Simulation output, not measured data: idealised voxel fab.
Process module in this document: voxel ribs on slabs
We display cut, a cross-section 185 nm in width whose square cells are each 5 nm.
Throughout this document, each cross-section is represented as a grid of square cells and is presented as a sequence of bands enumerated from the top downward, where a band comprises one or more rows of cells.
Quick guide to a band line: top height, bottom height (nm) up front; then every material left to right with its width in nm. Only one material and it's marked "edge to edge"? Then it fills the band edge to edge. And "empty" just means empty space.
Heights are measured from 0, the level below which the as-received wafer is all one material; the lowest band has no bottom and continues downward, written as in "0 -> down".
Width "30..40": first value at the band's top row of cells, second value at its bottom row, equal change from row to row.
Where the words "nothing altered" appear for a step, the cross-section shows no cell changed by that step; every cell remained as before.
The label "Enclosed void listing" introduces a list of the empty spaces, 8 cells or larger, that have no open way up to the top; each entry in it reads width x height at distance, where the distance is taken from the left edge and all three are stated in nm.
On a step's line, text after the settings is the simulator commenting on that step.
"overlay nm" denotes, for a step that has a mask, the displacement of the mask to the right of its planned place, with negative values corresponding to the left.

Process steps - plan:
- 1: RECEIVE,material Si
- 2: DIRECTIONAL_DEP,material SiO2,thk nm 25
- 3: DIRECTIONAL_DEP,material polySi,thk nm 15
- 4: PATTERN,tone cover,mask id RIB,material resist,width nm 15,thk nm 20,overlay nm 0
- 5: DIRECTIONAL_ETCH,etch materials polySi,depth nm 5
- 6: STRIP,etch materials resist
- 7: PATTERN,tone cover,mask id SLAB,material resist,width nm 55,thk nm 20,overlay nm 0
- 8: DIRECTIONAL_ETCH,etch materials polySi,depth nm 10
- 9: STRIP,etch materials resist
- 10: FILL_DEP,material SiO2,thk nm 20
- 11: CMP,height nm 50
- 12: DIRECTIONAL_DEP,material TiN,thk nm 5
- 13: PATTERN,tone cover,mask id HEATER,material resist,width nm 25,thk nm 20,overlay nm 0
- 14: DIRECTIONAL_ETCH,etch materials TiN,depth nm 5
- 15: STRIP,etch materials resist
- 16: CONFORMAL_DEP,material SiO2,thk nm 5

So this is the incoming wafer in cross-section - it's already been through step 1:
- 0 -> down = Si edge to edge
- Enclosed void listing: none

What the wafer looks like in cross-section after this module, when it starts as shown above and follows the plan above but one mistake is made in running it:
- 60 -> 55 = empty (75)  SiO2 (35)  empty (75)
- 55 -> 50 = SiO2 (80)  TiN (25)  SiO2 (80)
- 50 -> 35 = SiO2 edge to edge
- 35 -> 25 = SiO2 (65)  polySi (20)  SiO2 (15)  polySi (20)  SiO2 (65)
- 25 -> 0 = SiO2 edge to edge
- 0 -> down = Si edge to edge
- Enclosed void listing: none
What was done differently from what was planned? the run placed steps 3 and 4 each in the position the plan gave to the other
